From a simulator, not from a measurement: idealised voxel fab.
process module | voxel gate over fins
cross-section cut | 250 nm wide | cells 5 nm
A cross-section is a grid of square cells, given in bands from the top down. A band is one or more rows of cells.
Each band's line starts with the height of the band's top and of its bottom, in nm. Then come its materials from left to right, each with its width in nm. One material with "throughout" fills the band from edge to edge. "air" is empty space.
Height 0 is the level under which the wafer as received is all one material. The lowest band goes on downwards, as in "0 down".
A width such as "30 to 40" changes by the same amount from each row of cells to the next, from the band's top row to its bottom row.
"no change" after a step means that no cell of the cross-section changed.
closed voids: empty space of 8 cells or more with no open way to the top, each as width x height at its distance from the left edge, in nm
after a step's settings: what the simulator itself notes on the step
overlay nm, on a step with a mask: how far to the right of its planned place the mask lay; to the left if negative
plan
1 op RECEIVE | material Si
2 op CONFORMAL_DEP | material SiN | thk nm 5
3 op PATTERN | tone cover | mask id FINS | material resist | width nm 15 | pitch nm 35 | thk nm 15 | overlay nm 0
4 op DIRECTIONAL_ETCH | etch materials SiN | depth nm 5
5 op DIRECTIONAL_ETCH | etch materials Si | depth nm 40
6 op STRIP | etch materials resist
7 op FILL_DEP | material SiO2 | thk nm 15
8 op CMP | height nm 5
9 op SELECTIVE_ETCH | etch materials SiO2 | depth nm 15
10 op STRIP | etch materials SiN
11 op CONFORMAL_DEP | material HfO2 | thk nm 5
12 op CONFORMAL_DEP | material TiN | thk nm 5
13 op FILL_DEP | material W | thk nm 10
14 op CMP | height nm 15
15 op CONFORMAL_DEP | material SiCN | thk nm 5
as received, after step 1
  0 down: Si throughout
  closed voids: none
a wafer at the end: this start, this plan, one mistake
  20 to 15: SiCN throughout
  15 to 5: W throughout
  5 to 0: W 75 | TiN 25 | W 10 | TiN 25 | W 10 | TiN 25 | W 80
  0 to -5: W 75 | TiN 5 | Si 15 | TiN 5 | W 10 | TiN 5 | Si 15 | TiN 5 | W 10 | TiN 5 | Si 15 | TiN 5 | W 80
  -5 to -10: TiN 80 | Si 15 | TiN 20 | Si 15 | TiN 20 | Si 15 | TiN 85
  -10 to -40: SiO2 80 | Si 15 | SiO2 20 | Si 15 | SiO2 20 | Si 15 | SiO2 85
  -40 down: Si throughout
  closed voids: none
what went wrong: step 11 was left out
